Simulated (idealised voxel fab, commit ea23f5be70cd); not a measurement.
process module | voxel gate over fins
cross-section cut | 240 nm wide | cells 5 nm
A cross-section is a grid of square cells, given in bands from the top down. A band is one or more rows of cells.
Each band's line starts with the height of the band's top and of its bottom, in nm. Then come its materials from left to right, each with its width in nm. One material with "throughout" fills the band from edge to edge. "air" is empty space.
Height 0 is the level under which the wafer as received is all one material. The lowest band goes on downwards, as in "0 down".
A width such as "30 to 40" changes by the same amount from each row of cells to the next, from the band's top row to its bottom row.
"no change" after a step means that no cell of the cross-section changed.
closed voids: empty space of 8 cells or more with no open way to the top, each as width x height at its distance from the left edge, in nm
after a step's settings: what the simulator itself notes on the step
overlay nm, on a step with a mask: how far to the right of its planned place the mask lay; to the left if negative
plan
1 op RECEIVE | material Si
2 op CONFORMAL_DEP | material SiN | thk nm 10
3 op PATTERN | tone cover | mask id FINS | material resist | width nm 15 | pitch nm 60 | thk nm 20 | overlay nm 0
4 op DIRECTIONAL_ETCH | etch materials SiN | depth nm 10
5 op DIRECTIONAL_ETCH | etch materials Si | depth nm 40
6 op STRIP | etch materials resist
7 op OXIDIZE | depth nm 5
8 op FILL_DEP | material SiO2 | thk nm 15
9 op CMP | height nm 10
10 op PATTERN | tone open | mask id RAIL | material resist | width nm 15 | thk nm 15 | overlay nm 0
11 op DIRECTIONAL_ETCH | etch materials SiO2 | depth nm 45
12 op STRIP | etch materials resist
13 op CONFORMAL_DEP | material TiN | thk nm 5
14 op FILL_DEP | material Ru | thk nm 10
15 op CMP | height nm 10
16 op SELECTIVE_ETCH | etch materials W Ru TiN | depth nm 30
17 op FILL_DEP | material SiO2 | thk nm 5
18 op CMP | height nm 10
19 op SELECTIVE_ETCH | etch materials SiO2 | depth nm 20
20 op STRIP | etch materials SiN
21 op CONFORMAL_DEP | material HfO2 | thk nm 5
22 op CONFORMAL_DEP | material TiN | thk nm 5
23 op CONFORMAL_DEP | material TiAl | thk nm 5
24 op CONFORMAL_DEP | material TiN | thk nm 5
25 op FILL_DEP | material W | thk nm 15
26 op CMP | height nm 30
27 op CONFORMAL_DEP | material SiN | thk nm 5
first wafer, as planned
as received, after step 1
  0 down: Si throughout
  closed voids: none
after step 2
  10 to 0: SiN throughout
  below 0: unchanged
after step 3
  30 to 10: air 50 | resist 15 | air 45 | resist 15 | air 45 | resist 15 | air 55
  below 10: unchanged
after step 4
  30 to 10: air 50 | resist 15 | air 45 | resist 15 | air 45 | resist 15 | air 55
  10 to 0: air 50 | SiN 15 | air 45 | SiN 15 | air 45 | SiN 15 | air 55
  below 0: unchanged
after step 5
  30 to 10: air 50 | resist 15 | air 45 | resist 15 | air 45 | resist 15 | air 55
  10 to 0: air 50 | SiN 15 | air 45 | SiN 15 | air 45 | SiN 15 | air 55
  0 to -40: air 50 | Si 15 | air 45 | Si 15 | air 45 | Si 15 | air 55
  below -40: unchanged
after step 6
  10 to 0: air 50 | SiN 15 | air 45 | SiN 15 | air 45 | SiN 15 | air 55
  below 0: unchanged
after step 7
  10 to 0: air 50 | SiN 15 | air 45 | SiN 15 | air 45 | SiN 15 | air 55
  0 to -40: air 50 | SiO2 5 | Si 5 | SiO2 5 | air 45 | SiO2 5 | Si 5 | SiO2 5 | air 45 | SiO2 5 | Si 5 | SiO2 5 | air 55
  -40 to -45: SiO2 55 | Si 5 | SiO2 55 | Si 5 | SiO2 55 | Si 5 | SiO2 60
  below -45: unchanged
after step 8
  25 to 10: SiO2 throughout
  10 to 0: SiO2 50 | SiN 15 | SiO2 45 | SiN 15 | SiO2 45 | SiN 15 | SiO2 55
  0 to -45: SiO2 55 | Si 5 | SiO2 55 | Si 5 | SiO2 55 | Si 5 | SiO2 60
  below -45: unchanged
after step 9
  10 to 0: SiO2 50 | SiN 15 | SiO2 45 | SiN 15 | SiO2 45 | SiN 15 | SiO2 55
  below 0: unchanged
after step 10
  25 to 10: resist 80 | air 15 | resist 145
  below 10: unchanged
after step 11
  25 to 10: resist 80 | air 15 | resist 145
  10 to 0: SiO2 50 | SiN 15 | SiO2 15 | air 15 | SiO2 15 | SiN 15 | SiO2 45 | SiN 15 | SiO2 55
  0 to -35: SiO2 55 | Si 5 | SiO2 20 | air 15 | SiO2 20 | Si 5 | SiO2 55 | Si 5 | SiO2 60
  below -35: unchanged
after step 12
  10 to 0: SiO2 50 | SiN 15 | SiO2 15 | air 15 | SiO2 15 | SiN 15 | SiO2 45 | SiN 15 | SiO2 55
  below 0: unchanged
after step 13
  15 to 10: TiN 85 | air 5 | TiN 150
  10 to 0: SiO2 50 | SiN 15 | SiO2 15 | TiN 5 | air 5 | TiN 5 | SiO2 15 | SiN 15 | SiO2 45 | SiN 15 | SiO2 55
  0 to -30: SiO2 55 | Si 5 | SiO2 20 | TiN 5 | air 5 | TiN 5 | SiO2 20 | Si 5 | SiO2 55 | Si 5 | SiO2 60
  -30 to -35: SiO2 55 | Si 5 | SiO2 20 | TiN 15 | SiO2 20 | Si 5 | SiO2 55 | Si 5 | SiO2 60
  below -35: unchanged
after step 14
  25 to 15: Ru throughout
  15 to 10: TiN 85 | Ru 5 | TiN 150
  10 to 0: SiO2 50 | SiN 15 | SiO2 15 | TiN 5 | Ru 5 | TiN 5 | SiO2 15 | SiN 15 | SiO2 45 | SiN 15 | SiO2 55
  0 to -30: SiO2 55 | Si 5 | SiO2 20 | TiN 5 | Ru 5 | TiN 5 | SiO2 20 | Si 5 | SiO2 55 | Si 5 | SiO2 60
  below -30: unchanged
after step 15
  10 to 0: SiO2 50 | SiN 15 | SiO2 15 | TiN 5 | Ru 5 | TiN 5 | SiO2 15 | SiN 15 | SiO2 45 | SiN 15 | SiO2 55
  below 0: unchanged
after step 16
  10 to 0: SiO2 50 | SiN 15 | SiO2 15 | air 15 | SiO2 15 | SiN 15 | SiO2 45 | SiN 15 | SiO2 55
  0 to -20: SiO2 55 | Si 5 | SiO2 20 | air 15 | SiO2 20 | Si 5 | SiO2 55 | Si 5 | SiO2 60
  below -20: unchanged
after step 17
  15 to 10: SiO2 throughout
  10 to 0: SiO2 50 | SiN 15 | SiO2 45 | SiN 15 | SiO2 45 | SiN 15 | SiO2 55
  0 to -20: SiO2 55 | Si 5 | SiO2 55 | Si 5 | SiO2 55 | Si 5 | SiO2 60
  below -20: unchanged
after step 18
  10 to 0: SiO2 50 | SiN 15 | SiO2 45 | SiN 15 | SiO2 45 | SiN 15 | SiO2 55
  below 0: unchanged
after step 19
  10 to 0: air 50 | SiN 15 | air 45 | SiN 15 | air 45 | SiN 15 | air 55
  0 to -10: air 55 | Si 5 | air 55 | Si 5 | air 55 | Si 5 | air 60
  below -10: unchanged
after step 20
  0 to -10: air 55 | Si 5 | air 55 | Si 5 | air 55 | Si 5 | air 60
  below -10: unchanged
after step 21
  5 to 0: air 50 | HfO2 15 | air 45 | HfO2 15 | air 45 | HfO2 15 | air 55
  0 to -5: air 50 | HfO2 5 | Si 5 | HfO2 5 | air 45 | HfO2 5 | Si 5 | HfO2 5 | air 45 | HfO2 5 | Si 5 | HfO2 5 | air 55
  -5 to -10: HfO2 55 | Si 5 | HfO2 55 | Si 5 | HfO2 55 | Si 5 | HfO2 60
  below -10: unchanged
after step 22
  10 to 5: air 45 | TiN 25 | air 35 | TiN 25 | air 35 | TiN 25 | air 50
  5 to 0: air 45 | TiN 5 | HfO2 15 | TiN 5 | air 35 | TiN 5 | HfO2 15 | TiN 5 | air 35 | TiN 5 | HfO2 15 | TiN 5 | air 50
  0 to -5: TiN 50 | HfO2 5 | Si 5 | HfO2 5 | TiN 45 | HfO2 5 | Si 5 | HfO2 5 | TiN 45 | HfO2 5 | Si 5 | HfO2 5 | TiN 55
  below -5: unchanged
after step 23
  15 to 10: air 40 | TiAl 35 | air 25 | TiAl 35 | air 25 | TiAl 35 | air 45
  10 to 5: air 40 | TiAl 5 | TiN 25 | TiAl 5 | air 25 | TiAl 5 | TiN 25 | TiAl 5 | air 25 | TiAl 5 | TiN 25 | TiAl 5 | air 45
  5 to 0: TiAl 45 | TiN 5 | HfO2 15 | TiN 5 | TiAl 35 | TiN 5 | HfO2 15 | TiN 5 | TiAl 35 | TiN 5 | HfO2 15 | TiN 5 | TiAl 50
  below 0: unchanged
after step 24
  20 to 15: air 35 | TiN 45 | air 15 | TiN 45 | air 15 | TiN 45 | air 40
  15 to 10: air 35 | TiN 5 | TiAl 35 | TiN 5 | air 15 | TiN 5 | TiAl 35 | TiN 5 | air 15 | TiN 5 | TiAl 35 | TiN 5 | air 40
  10 to 5: TiN 40 | TiAl 5 | TiN 25 | TiAl 5 | TiN 25 | TiAl 5 | TiN 25 | TiAl 5 | TiN 25 | TiAl 5 | TiN 25 | TiAl 5 | TiN 45
  below 5: unchanged
after step 25
  35 to 20: W throughout
  20 to 15: W 35 | TiN 45 | W 15 | TiN 45 | W 15 | TiN 45 | W 40
  15 to 10: W 35 | TiN 5 | TiAl 35 | TiN 5 | W 15 | TiN 5 | TiAl 35 | TiN 5 | W 15 | TiN 5 | TiAl 35 | TiN 5 | W 40
  below 10: unchanged
after step 26
  30 to 20: W throughout
  below 20: unchanged
after step 27
  35 to 30: SiN throughout
  below 30: unchanged
second wafer: like start, like plan, one mistake. Through step 26 it matches the first wafer
when step 27 should have ended
  45 to 30: SiN throughout
  below 30: unchanged
what went wrong: step 27 ran as: op CONFORMAL_DEP | material SiN | thk nm 15
at the end the second wafer has, in cells: 96 more of SiN
